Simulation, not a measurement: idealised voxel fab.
Title: Process Module voxel air gaps
Each square cell in cross-section cut measures 5 nm, and the section as a whole is 255 nm wide.
Cross-section = grid of square cells, listed top down in bands; band = one or more rows.
The entry gives the band's vertical extent as a top height and a bottom height in nm, then its horizontal make-up as materials from left to right, each with a width in nm. "blank" stands for empty space; a single material marked "full width" fills the band edge to edge.
Basically, 0 is our baseline, since under it the wafer straight out of the box is all one material. The bottom band has no lower end and keeps on going down, so it looks like "0 down".
Width: "30 to 40" (first number = top row, second number = bottom row, same change from row to row of cells).
Basically "no change" means that step didn't change any cell in the cross-section.
Closed-off voids of 8+ cells (no open route to the top) go in "Trapped voids", written width x height at distance from the left edge, in nm.
Where a step's line continues beyond its settings, the continuation is a remark by the simulator itself on that step.
For masked steps, "overlay nm" on the step line gives how far right of plan the mask actually lay; a minus sign means it lay to the left.
Listed below are the process steps as planned:
1. RECEIVE [material Si]
2. CONFORMAL_DEP [material SiO2] [thk nm 10]
3. CONFORMAL_DEP [material SiN] [thk nm 5]
4. DIRECTIONAL_DEP [material lowk] [thk nm 40]
5. PATTERN [tone open] [mask id LINES] [material resist] [width nm 15] [pitch nm 40] [thk nm 15] [overlay nm 0]
6. DIRECTIONAL_ETCH [etch materials lowk] [depth nm 40]
7. STRIP [etch materials resist]
8. CONFORMAL_DEP [material TiN] [thk nm 5]
9. FILL_DEP [material Cu] [thk nm 5]
10. CMP [height nm 55]
11. EPI [material Ru] [thk nm 10]
12. SELECTIVE_ETCH [etch materials lowk] [depth nm 50]
13. CONFORMAL_DEP [material SiN] [thk nm 5]
So this is the incoming wafer in cross-section - it's already been through step 1:
> 0 down = Si full width
> Trapped voids: none
Look at the cross-section after the module: the wafer started out the way shown above and the plan was the one shown above, yet one mistake was made along the way:
> 70 to 65 = SiN full width
> 65 to 55 = Ru full width
> 55 to 20 = Cu: 55; TiN: 5; lowk: 15; TiN: 5; Cu: 15; TiN: 5; lowk: 15; TiN: 5; Cu: 15; TiN: 5; lowk: 15; TiN: 5; Cu: 15; TiN: 5; lowk: 15; TiN: 5; Cu: 55
> 20 to 15 = TiN: 60; lowk: 15; TiN: 25; lowk: 15; TiN: 25; lowk: 15; TiN: 25; lowk: 15; TiN: 60
> 15 to 10 = SiN full width
> 10 to 0 = SiO2 full width
> 0 down = Si full width
> Trapped voids: none
Misprocessing identified: step 5, actual vs plan mismatch, actual run PATTERN [tone cover] [mask id LINES] [material resist] [width nm 15] [pitch nm 40] [thk nm 15] [overlay nm 0]
